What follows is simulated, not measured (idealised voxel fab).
Process module name: voxel gate over fins
The figure presents cross-section cut, which has a width of 220 nm and is divided into square cells with an edge length of 5 nm.
Square cells in a grid make up a cross-section in this document, and the grid is given as bands, listed from the top down, each one or more rows of cells. Heights first: top, then bottom, in nm. Then materials, left to right, each with a width in nm. "throughout" on a single material: fills the band edge to edge. "blank": empty space. Zero point of the height axis is 0; under it, received wafer = one material. Lowest band: continues down indefinitely, "0 down". When a width is written as two numbers, as in "30->40", the first number is the width in the top row of cells of the band and the second is the width in its bottom row, and the width changes by the same amount from each row to the next. Step marked "no alteration"? Then no cell in the cross-section changed in it. If an empty space has no open way to the top and is at least 8 cells in size, "Closed cavities" lists it, written width x height at distance, where distance is measured from the left edge and every value is in nm. If you see something after the settings on a step's line, that's the simulator's own remark about that step. The optional step-line setting "overlay nm" applies to steps with a mask and quantifies how far to the right of its planned location the mask lay, a negative value indicating leftward placement.

**Here's what the planned process steps look like**
| 1 | RECEIVE [material Si] |
| 2 | CONFORMAL_DEP [material SiN] [thk nm 5] |
| 3 | DIRECTIONAL_DEP [material aC] [thk nm 10] |
| 4 | PATTERN [tone cover] [mask id FINS] [material resist] [width nm 15] [pitch nm 40] [thk nm 25] [overlay nm 0] |
| 5 | DIRECTIONAL_ETCH [etch materials aC] [depth nm 10] |
| 6 | STRIP [etch materials resist] |
| 7 | DIRECTIONAL_ETCH [etch materials SiN] [depth nm 5] |
| 8 | DIRECTIONAL_ETCH [etch materials Si] [depth nm 40] |
| 9 | STRIP [etch materials aC] |
| 10 | OXIDIZE [depth nm 5] |
| 11 | FILL_DEP [material SiO2] [thk nm 5] |
| 12 | CMP [height nm 5] |
| 13 | SELECTIVE_ETCH [etch materials SiO2] [depth nm 15] |
| 14 | STRIP [etch materials SiN] |
| 15 | CONFORMAL_DEP [material HfO2] [thk nm 5] |
| 16 | CONFORMAL_DEP [material TiN] [thk nm 5] |
| 17 | CONFORMAL_DEP [material TiAl] [thk nm 5] |
| 18 | CONFORMAL_DEP [material TiN] [thk nm 5] |
| 19 | FILL_DEP [material W] [thk nm 10] |
| 20 | CMP [height nm 25] |
| 21 | CONFORMAL_DEP [material SiCN] [thk nm 10] |

**Account of the first of two wafers, which was processed as intended**

**Cross-section of the incoming wafer, state after step 1**
- 0 down = Si throughout
- Closed cavities: none

**Wafer after step 2 (cross-section)**
- 5 to 0 = SiN throughout
- Lower than 0, everything is as it was.

**Wafer after step 3 (cross-section)**
- 15 to 5 = aC throughout
- Lower than 5, everything is as it was.

**Wafer after step 4 (cross-section)**
- 40 to 15 = blank: 40 | resist: 15 | blank: 25 | resist: 15 | blank: 25 | resist: 15 | blank: 25 | resist: 15 | blank: 45
- Lower than 15, everything is as it was.

**Wafer after step 5 (cross-section)**
- 30 to 15 = blank: 40 | resist: 15 | blank: 25 | resist: 15 | blank: 25 | resist: 15 | blank: 25 | resist: 15 | blank: 45
- 15 to 5 = blank: 40 | aC: 15 | blank: 25 | aC: 15 | blank: 25 | aC: 15 | blank: 25 | aC: 15 | blank: 45
- Lower than 5, everything is as it was.

**Wafer after step 6 (cross-section)**
- 15 to 5 = blank: 40 | aC: 15 | blank: 25 | aC: 15 | blank: 25 | aC: 15 | blank: 25 | aC: 15 | blank: 45
- Lower than 5, everything is as it was.

**Wafer after step 7 (cross-section)**
- 15 to 5 = blank: 40 | aC: 15 | blank: 25 | aC: 15 | blank: 25 | aC: 15 | blank: 25 | aC: 15 | blank: 45
- 5 to 0 = blank: 40 | SiN: 15 | blank: 25 | SiN: 15 | blank: 25 | SiN: 15 | blank: 25 | SiN: 15 | blank: 45
- Lower than 0, everything is as it was.

**Wafer after step 8 (cross-section)**
- 15 to 5 = blank: 40 | aC: 15 | blank: 25 | aC: 15 | blank: 25 | aC: 15 | blank: 25 | aC: 15 | blank: 45
- 5 to 0 = blank: 40 | SiN: 15 | blank: 25 | SiN: 15 | blank: 25 | SiN: 15 | blank: 25 | SiN: 15 | blank: 45
- 0 to -40 = blank: 40 | Si: 15 | blank: 25 | Si: 15 | blank: 25 | Si: 15 | blank: 25 | Si: 15 | blank: 45
- Lower than -40, everything is as it was.

**Wafer after step 9 (cross-section)**
- 5 to 0 = blank: 40 | SiN: 15 | blank: 25 | SiN: 15 | blank: 25 | SiN: 15 | blank: 25 | SiN: 15 | blank: 45
- Lower than 0, everything is as it was.

**Wafer after step 10 (cross-section)**
- 5 to 0 = blank: 40 | SiN: 15 | blank: 25 | SiN: 15 | blank: 25 | SiN: 15 | blank: 25 | SiN: 15 | blank: 45
- 0 to -40 = blank: 40 | SiO2: 5 | Si: 5 | SiO2: 5 | blank: 25 | SiO2: 5 | Si: 5 | SiO2: 5 | blank: 25 | SiO2: 5 | Si: 5 | SiO2: 5 | blank: 25 | SiO2: 5 | Si: 5 | SiO2: 5 | blank: 45
- -40 to -45 = SiO2: 45 | Si: 5 | SiO2: 35 | Si: 5 | SiO2: 35 | Si: 5 | SiO2: 35 | Si: 5 | SiO2: 50
- Lower than -45, everything is as it was.

**Wafer after step 11 (cross-section)**
- 10 to 5 = SiO2 throughout
- 5 to 0 = SiO2: 40 | SiN: 15 | SiO2: 25 | SiN: 15 | SiO2: 25 | SiN: 15 | SiO2: 25 | SiN: 15 | SiO2: 45
- 0 to -45 = SiO2: 45 | Si: 5 | SiO2: 35 | Si: 5 | SiO2: 35 | Si: 5 | SiO2: 35 | Si: 5 | SiO2: 50
- Lower than -45, everything is as it was.

**Wafer after step 12 (cross-section)**
- 5 to 0 = SiO2: 40 | SiN: 15 | SiO2: 25 | SiN: 15 | SiO2: 25 | SiN: 15 | SiO2: 25 | SiN: 15 | SiO2: 45
- Lower than 0, everything is as it was.

**Wafer after step 13 (cross-section)**
- 5 to 0 = blank: 40 | SiN: 15 | blank: 25 | SiN: 15 | blank: 25 | SiN: 15 | blank: 25 | SiN: 15 | blank: 45
- 0 to -10 = blank: 45 | Si: 5 | blank: 35 | Si: 5 | blank: 35 | Si: 5 | blank: 35 | Si: 5 | blank: 50
- Lower than -10, everything is as it was.

**Wafer after step 14 (cross-section)**
- 0 to -10 = blank: 45 | Si: 5 | blank: 35 | Si: 5 | blank: 35 | Si: 5 | blank: 35 | Si: 5 | blank: 50
- Lower than -10, everything is as it was.

**Wafer after step 15 (cross-section)**
- 5 to 0 = blank: 40 | HfO2: 15 | blank: 25 | HfO2: 15 | blank: 25 | HfO2: 15 | blank: 25 | HfO2: 15 | blank: 45
- 0 to -5 = blank: 40 | HfO2: 5 | Si: 5 | HfO2: 5 | blank: 25 | HfO2: 5 | Si: 5 | HfO2: 5 | blank: 25 | HfO2: 5 | Si: 5 | HfO2: 5 | blank: 25 | HfO2: 5 | Si: 5 | HfO2: 5 | blank: 45
- -5 to -10 = HfO2: 45 | Si: 5 | HfO2: 35 | Si: 5 | HfO2: 35 | Si: 5 | HfO2: 35 | Si: 5 | HfO2: 50
- Lower than -10, everything is as it was.

**Wafer after step 16 (cross-section)**
- 10 to 5 = blank: 35 | TiN: 25 | blank: 15 | TiN: 25 | blank: 15 | TiN: 25 | blank: 15 | TiN: 25 | blank: 40
- 5 to 0 = blank: 35 | TiN: 5 | HfO2: 15 | TiN: 5 | blank: 15 | TiN: 5 | HfO2: 15 | TiN: 5 | blank: 15 | TiN: 5 | HfO2: 15 | TiN: 5 | blank: 15 | TiN: 5 | HfO2: 15 | TiN: 5 | blank: 40
- 0 to -5 = TiN: 40 | HfO2: 5 | Si: 5 | HfO2: 5 | TiN: 25 | HfO2: 5 | Si: 5 | HfO2: 5 | TiN: 25 | HfO2: 5 | Si: 5 | HfO2: 5 | TiN: 25 | HfO2: 5 | Si: 5 | HfO2: 5 | TiN: 45
- Lower than -5, everything is as it was.

**Wafer after step 17 (cross-section)**
- 15 to 10 = blank: 30 | TiAl: 35 | blank: 5 | TiAl: 35 | blank: 5 | TiAl: 35 | blank: 5 | TiAl: 35 | blank: 35
- 10 to 5 = blank: 30 | TiAl: 5 | TiN: 25 | TiAl: 5 | blank: 5 | TiAl: 5 | TiN: 25 | TiAl: 5 | blank: 5 | TiAl: 5 | TiN: 25 | TiAl: 5 | blank: 5 | TiAl: 5 | TiN: 25 | TiAl: 5 | blank: 35
- 5 to 0 = TiAl: 35 | TiN: 5 | HfO2: 15 | TiN: 5 | TiAl: 15 | TiN: 5 | HfO2: 15 | TiN: 5 | TiAl: 15 | TiN: 5 | HfO2: 15 | TiN: 5 | TiAl: 15 | TiN: 5 | HfO2: 15 | TiN: 5 | TiAl: 40
- Lower than 0, everything is as it was.

**Wafer after step 18 (cross-section)**
- 20 to 15 = blank: 25 | TiN: 165 | blank: 30
- 15 to 10 = blank: 25 | TiN: 5 | TiAl: 35 | TiN: 5 | TiAl: 35 | TiN: 5 | TiAl: 35 | TiN: 5 | TiAl: 35 | TiN: 5 | blank: 30
- 10 to 5 = TiN: 30 | TiAl: 5 | TiN: 25 | TiAl: 5 | TiN: 5 | TiAl: 5 | TiN: 25 | TiAl: 5 | TiN: 5 | TiAl: 5 | TiN: 25 | TiAl: 5 | TiN: 5 | TiAl: 5 | TiN: 25 | TiAl: 5 | TiN: 35
- Lower than 5, everything is as it was.

**Wafer after step 19 (cross-section)**
- 30 to 20 = W throughout
- 20 to 15 = W: 25 | TiN: 165 | W: 30
- 15 to 10 = W: 25 | TiN: 5 | TiAl: 35 | TiN: 5 | TiAl: 35 | TiN: 5 | TiAl: 35 | TiN: 5 | TiAl: 35 | TiN: 5 | W: 30
- Lower than 10, everything is as it was.

**Wafer after step 20 (cross-section)**
- 25 to 20 = W throughout
- Lower than 20, everything is as it was.

**Wafer after step 21 (cross-section)**
- 35 to 25 = SiCN throughout
- Lower than 25, everything is as it was.

**Okay, second wafer. Nothing different at the start, nothing different in the plan, just one mistake somewhere in the running. As far as step 17, counting that step, it's the first wafer all over again**

**Second wafer, section view, time point: scheduled end of step 18**
- 30 to 20 = blank: 15 | TiN: 185 | blank: 20
- 20 to 15 = TiN throughout
- 15 to 10 = TiN: 30 | TiAl: 35 | TiN: 5 | TiAl: 35 | TiN: 5 | TiAl: 35 | TiN: 5 | TiAl: 35 | TiN: 35
- 10 to 5 = TiN: 30 | TiAl: 5 | TiN: 25 | TiAl: 5 | TiN: 5 | TiAl: 5 | TiN: 25 | TiAl: 5 | TiN: 5 | TiAl: 5 | TiN: 25 | TiAl: 5 | TiN: 5 | TiAl: 5 | TiN: 25 | TiAl: 5 | TiN: 35
- Lower than 5, everything is as it was.

**Second wafer, section view, time point: scheduled end of step 19**
- 40 to 30 = W throughout
- 30 to 20 = W: 15 | TiN: 185 | W: 20
- Lower than 20, everything is as it was.

**Second wafer, section view, time point: scheduled end of step 20**
- 25 to 20 = W: 15 | TiN: 185 | W: 20
- Lower than 20, everything is as it was.

**Second wafer, section view, time point: scheduled end of step 21**
- 35 to 25 = SiCN throughout
- Lower than 25, everything is as it was.
In executing the process, a mistake was made relative to the plan: so step 18 ended up running with a different setting than we planned, it ran as CONFORMAL_DEP [material TiN] [thk nm 15]
Counted in cells at the end, the second wafer holds more or fewer of these materials than the first: +59 TiN; -59 W
